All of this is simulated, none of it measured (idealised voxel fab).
Proc. module: voxel released beams
The width of the displayed cross-section, cut, is 140 nm; its cells are square, with a size of 5 nm.
Cross-section layout: square cells on a grid; listed as bands, top to bottom; a band spans one or more cell rows.
Quick guide to a band line: top height, bottom height (nm) up front; then every material left to right with its width in nm. Only one material and it's marked "edge to edge"? Then it fills the band edge to edge. And "blank" just means empty space.
Heads up on the height convention: 0 is the point under which the incoming wafer is all one material, and the lowest band has no bottom, it just keeps going down, like "0..down".
Note: "30->40" means the width goes from the first number (top row of the band) to the second number (bottom row) in equal steps per row of cells.
"remains unaltered" after a step means that no cell of the cross-section changed.
Entry "Closed void catalog" = empty spaces >= 8 cells with no open way to the top; each as width x height at distance, distance from left edge, all nm.
Read whatever lies past the settings on a step's line as the simulator's own remark about the step.
When a step includes a mask, the "overlay nm" setting on its line states how far to the right of its planned place that mask lay, and negative values state how far to the left.

Steps in the process plan:
| 1 | RECEIVE (material Si) |
| 2 | CONFORMAL_DEP (material Al2O3; thk nm 5) |
| 3 | DIRECTIONAL_DEP (material SiO2; thk nm 15) |
| 4 | PATTERN (tone open; mask id ANCHOR; material resist; width nm 30; thk nm 15; overlay nm 0) |
| 5 | DIRECTIONAL_ETCH (etch materials SiO2; depth nm 15) |
| 6 | STRIP (etch materials resist) |
| 7 | CONFORMAL_DEP (material W; thk nm 10) |
| 8 | MASKED_ETCH (tone cover; mask id BEAM; width nm 85; etch materials W; depth nm 10; overlay nm 0) |
| 9 | STRIP (etch materials SiO2) |

Cross-section of the wafer upon arrival, representing the state reached after step 1:
> 0..down: Si edge to edge
> Closed void catalog: none

The cross-section shown corresponds to the wafer at the conclusion of the module. The initial structure and the process plan are those presented above; however, one mistake occurred in executing the plan:
> 25..15: 25 of blank, 15 of W, 10 of blank, 60 of W, 30 of blank
> 15..10: 30 of blank, 10 of W, 10 of blank, 10 of W, 80 of blank
> 10..0: 30 of blank, 30 of W, 80 of blank
> 0..down: Si edge to edge
> Closed void catalog: none
Against the plan, the run slipped here: step 2 in the plan did not get run; it was skipped
